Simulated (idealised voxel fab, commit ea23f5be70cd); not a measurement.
voxel spacer lines: a process module
Cross-section cut: width 160 nm, square cells of 5 nm.
We lay out every cross-section as a grid of square cells and spell it out in bands from the top down, where one band means one or more rows of cells.
Heads up on the band format: heights come first, top then bottom, in nm. After that it's the materials left to right, each with its width in nm. A single material flagged "everywhere" fills the whole band edge to edge, and "empty" means there's empty space there.
Zero point of the height axis is 0; under it, received wafer = one material. Lowest band: continues down indefinitely, "0 down".
So if you see something like "30 to 40" for the width, read it as the top row of the band sitting at the first number and the bottom row at the second, with every row in between moving by the same amount as the last.
"remained unchanged", as given for a step, is the statement that not any cell of the cross-section underwent a change during that step.
Entry "Unvented voids" = empty spaces >= 8 cells with no open way to the top; each as width x height at distance, distance from left edge, all nm.
Anything after a step's settings on that line? It's the simulator's own note about the step.
overlay nm: where the mask lay relative to plan, measured to the right, on steps with a mask; negatives go left.
The process steps that were planned are listed below
1,RECEIVE: material Si
2,CONFORMAL_DEP: material Al2O3, thk nm 5
3,DIRECTIONAL_DEP: material W, thk nm 15
4,DIRECTIONAL_DEP: material aC, thk nm 20
5,PATTERN: tone cover, mask id MANDREL, material resist, width nm 20, pitch nm 60, thk nm 25, overlay nm 0
6,DIRECTIONAL_ETCH: etch materials aC, depth nm 20
7,STRIP: etch materials resist
8,CONFORMAL_DEP: material SiO2, thk nm 10
9,DIRECTIONAL_ETCH: etch materials SiO2, depth nm 10
10,STRIP: etch materials aC
11,DIRECTIONAL_ETCH: etch materials W, depth nm 15
12,STRIP: etch materials SiO2
So, the first of our two wafers, run just as we planned it
As-received state of the wafer in cross-section, equivalent to post-step 1
	0 down = Si everywhere
	Unvented voids: none
Wafer after step 2 (cross-section)
	5 to 0 = Al2O3 everywhere
	Heights below 0 show no change.
Wafer after step 3 (cross-section)
	20 to 5 = W everywhere
	Heights below 5 show no change.
Wafer after step 4 (cross-section)
	40 to 20 = aC everywhere
	Heights below 20 show no change.
Wafer after step 5 (cross-section)
	65 to 40 = empty 40 / resist 20 / empty 40 / resist 20 / empty 40
	Heights below 40 show no change.
Wafer after step 6 (cross-section)
	45 to 40 = empty 40 / resist 20 / empty 40 / resist 20 / empty 40
	40 to 20 = empty 40 / aC 20 / empty 40 / aC 20 / empty 40
	Heights below 20 show no change.
Wafer after step 7 (cross-section)
	40 to 20 = empty 40 / aC 20 / empty 40 / aC 20 / empty 40
	Heights below 20 show no change.
Wafer after step 8 (cross-section)
	50 to 40 = empty 30 / SiO2 40 / empty 20 / SiO2 40 / empty 30
	40 to 30 = empty 30 / SiO2 10 / aC 20 / SiO2 10 / empty 20 / SiO2 10 / aC 20 / SiO2 10 / empty 30
	30 to 20 = SiO2 40 / aC 20 / SiO2 40 / aC 20 / SiO2 40
	Heights below 20 show no change.
Wafer after step 9 (cross-section)
	40 to 20 = empty 30 / SiO2 10 / aC 20 / SiO2 10 / empty 20 / SiO2 10 / aC 20 / SiO2 10 / empty 30
	Heights below 20 show no change.
Wafer after step 10 (cross-section)
	40 to 20 = empty 30 / SiO2 10 / empty 20 / SiO2 10 / empty 20 / SiO2 10 / empty 20 / SiO2 10 / empty 30
	Heights below 20 show no change.
Wafer after step 11 (cross-section)
	40 to 20 = empty 30 / SiO2 10 / empty 20 / SiO2 10 / empty 20 / SiO2 10 / empty 20 / SiO2 10 / empty 30
	20 to 5 = empty 30 / W 10 / empty 20 / W 10 / empty 20 / W 10 / empty 20 / W 10 / empty 30
	Heights below 5 show no change.
Wafer after step 12 (cross-section)
	20 to 5 = empty 30 / W 10 / empty 20 / W 10 / empty 20 / W 10 / empty 20 / W 10 / empty 30
	Heights below 5 show no change.
Companion wafer, the second of two: same beginning, same intended sequence, one mistake in carrying it out; through step 2 inclusive it tracks the first exactly
Cross-section of the second wafer corresponding to the planned conclusion of step 3
	25 to 5 = aC everywhere
	Heights below 5 show no change.
Cross-section of the second wafer corresponding to the planned conclusion of step 4
	40 to 25 = W everywhere
	Heights below 25 show no change.
Cross-section of the second wafer corresponding to the planned conclusion of step 5
	65 to 40 = empty 40 / resist 20 / empty 40 / resist 20 / empty 40
	Heights below 40 show no change.
Cross-section of the second wafer corresponding to the planned conclusion of step 6
	45 to 40 = empty 40 / resist 20 / empty 40 / resist 20 / empty 40
	Heights below 40 show no change.
Cross-section of the second wafer corresponding to the planned conclusion of step 7
	40 to 25 = W everywhere
	Heights below 25 show no change.
Cross-section of the second wafer corresponding to the planned conclusion of step 8
	50 to 40 = SiO2 everywhere
	Heights below 40 show no change.
Cross-section of the second wafer corresponding to the planned conclusion of step 9
	40 to 25 = W everywhere
	Heights below 25 show no change.
Cross-section of the second wafer corresponding to the planned conclusion of step 10: remained unchanged
Cross-section of the second wafer corresponding to the planned conclusion of step 11
	25 to 5 = aC everywhere
	Heights below 5 show no change.
Cross-section of the second wafer corresponding to the planned conclusion of step 12: remained unchanged
It is concluded that the wafer was processed incorrectly with respect to the plan, in that steps 3 and 4 traded places in the executed sequence
Heads up, by the end the second wafer has more or fewer cells of some materials compared to the first: 24 fewer of W; 128 more of aC
